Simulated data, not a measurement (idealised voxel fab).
This is a process module. Its name is voxel quadruple lines.
In the cross-section labelled cut, the width is 245 nm and each square cell is 5 nm.
Just so we're on the same page, the cross-sections are grids of square cells, and they're listed out in bands top to bottom, each band one or more rows deep.
Band: top height; bottom height; in nm. Then, left to right: material with width in nm, for each material. "all across": a single material spanning edge to edge. "blank": empty space.
Height datum 0, below which the as-received substrate wafer is one material. Lowest band open at the bottom, running downward: "from 0 down".
Width spec "30 to 40" -> top row of cells at first value, bottom row at second value, equal per-row change in between.
Step note "nothing different" = no cross-section cell changed.
This entry, "Completely enclosed voids", enumerates those empty regions of no fewer than 8 cells that possess no open connection to the top. Each region is reported in the form width x height at distance, the distance being taken from the left edge, with all three quantities expressed in nm.
That trailing text on a step's line, after the settings, is the simulator's own remark on the step.
You can add "overlay nm" to a step's line. For a step with a mask, it describes how far the mask lay to the right of its planned position, and a negative number describes a lay to the left.

BELOW IS THE LIST OF PLANNED PROCESS STEPS
1 RECEIVE with material Si
2 CONFORMAL_DEP with material Al2O3, thk nm 5
3 DIRECTIONAL_DEP with material W, thk nm 10
4 DIRECTIONAL_DEP with material polySi, thk nm 20
5 DIRECTIONAL_DEP with material aC, thk nm 20
6 PATTERN with tone cover, mask id MANDREL, material resist, width nm 35, pitch nm 100, thk nm 25, overlay nm 0
7 DIRECTIONAL_ETCH with etch materials aC, depth nm 20
8 STRIP with etch materials resist
9 CONFORMAL_DEP with material SiO2, thk nm 15
10 DIRECTIONAL_ETCH with etch materials SiO2, depth nm 15
11 STRIP with etch materials aC
12 DIRECTIONAL_ETCH with etch materials polySi, depth nm 20
13 STRIP with etch materials SiO2
14 CONFORMAL_DEP with material SiN, thk nm 10
15 DIRECTIONAL_ETCH with etch materials SiN, depth nm 10
16 STRIP with etch materials polySi
17 DIRECTIONAL_ETCH with etch materials W, depth nm 10
18 STRIP with etch materials SiN

CROSS-SECTIONAL VIEW OF THE WAFER IN ITS AS-RECEIVED CONDITION, CORRESPONDING TO THE STATE AFTER STEP 1
- from 0 down = Si all across
- Completely enclosed voids: none

HERE'S THE CROSS-SECTION OF THE FIRST OF OUR TWO WAFERS AT THE END OF THE MODULE - IT RAN AS PLANNED
- from 15 to 5 = 30 nm blank, 10 nm W, 15 nm blank, 10 nm W, 15 nm blank, 10 nm W, 15 nm blank, 10 nm W, 15 nm blank, 10 nm W, 15 nm blank, 10 nm W, 15 nm blank, 10 nm W, 15 nm blank, 10 nm W, 30 nm blank
- from 5 to 0 = Al2O3 all across
- from 0 down = Si all across
- Completely enclosed voids: none

WAFER TWO, END OF MODULE, CROSS-SECTION. SAME START, SAME PLAN AS WAFER ONE. ONE MISTAKE IN THE RUN
- from 15 to 5 = 25 nm blank, 10 nm W, 15 nm blank, 10 nm W, 25 nm blank, 10 nm W, 15 nm blank, 10 nm W, 5 nm blank, 10 nm W, 15 nm blank, 10 nm W, 25 nm blank, 10 nm W, 15 nm blank, 10 nm W, 25 nm blank
- from 5 to 0 = Al2O3 all across
- from 0 down = Si all across
- Completely enclosed voids: none
In executing the process, a mistake was made relative to the plan: heads up, step 6 didn't go per plan, it actually ran as PATTERN with tone cover, mask id MANDREL, material resist, width nm 45, pitch nm 100, thk nm 25, overlay nm 0
Matching per-material cell counts, mismatched positions: that is how the second wafer compares with the first at the end.
